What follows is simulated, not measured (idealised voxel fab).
Proc. module: voxel released beams
Square cells of 5 nm make up the cross-section cut, whose width is 180 nm.
Cross-sections here: square-cell grids, written as top-down lists of bands, a band being one or more rows of cells.
Heads up on the band format: heights come first, top then bottom, in nm. After that it's the materials left to right, each with its width in nm. A single material flagged "edge to edge" fills the whole band edge to edge, and "empty" means there's empty space there.
Basically, 0 is our baseline, since under it the wafer straight out of the box is all one material. The bottom band has no lower end and keeps on going down, so it looks like "0 and below".
Width "30->40": first value at the band's top row of cells, second value at its bottom row, equal change from row to row.
"changes: none" for a step: no cell of the cross-section changed in that step.
Listed in "Cavities, sealed": every empty space of 8 or more cells without an open way to the top. Form: width x height at distance, the distance being from the left edge, all in nm.
Whatever follows a step's settings on its line is a remark the simulator itself makes about that step.
overlay nm: step with mask; distance mask lay right of planned place; negative value = left of planned place.

**Steps planned for the process**
1 RECEIVE | material Si
2 CONFORMAL_DEP | material SiN | thk nm 10
3 DIRECTIONAL_DEP | material SiO2 | thk nm 15
4 PATTERN | tone open | mask id ANCHOR | material resist | width nm 35 | thk nm 20 | overlay nm 0
5 DIRECTIONAL_ETCH | etch materials SiO2 | depth nm 15
6 STRIP | etch materials resist
7 CONFORMAL_DEP | material polySi | thk nm 10
8 PATTERN | tone cover | mask id BEAM | material resist | width nm 110 | thk nm 15 | overlay nm 0
9 DIRECTIONAL_ETCH | etch materials polySi | depth nm 10
10 STRIP | etch materials resist
11 STRIP | etch materials SiO2

**Wafer cross-section on receipt, i.e. after step 1**
0 and below | Si edge to edge
Cavities, sealed: none

**Here's the cross-section of the first of our two wafers at the end of the module - it ran as planned**
35 down to 25 | empty 30 nm; polySi 15 nm; empty 15 nm; polySi 80 nm; empty 40 nm
25 down to 20 | empty 35 nm; polySi 10 nm; empty 15 nm; polySi 10 nm; empty 110 nm
20 down to 10 | empty 35 nm; polySi 35 nm; empty 110 nm
10 down to 0 | SiN edge to edge
0 and below | Si edge to edge
Cavities, sealed: none

**Same start, same plan as the first wafer - but one mistake in the run. Cross-section of the second of the two at the end of the module**
30 down to 20 | empty 30 nm; polySi 15 nm; empty 15 nm; polySi 80 nm; empty 40 nm
20 down to 15 | empty 35 nm; polySi 10 nm; empty 15 nm; polySi 10 nm; empty 110 nm
15 down to 5 | empty 35 nm; polySi 35 nm; empty 110 nm
5 down to 0 | SiN edge to edge
0 and below | Si edge to edge
Cavities, sealed: none
It is concluded that the wafer was processed incorrectly with respect to the plan, in that step 2 ran as: CONFORMAL_DEP | material SiN | thk nm 5
Final comparison by cell count, materials where the second wafer has more or fewer than the first: 36 fewer of SiN
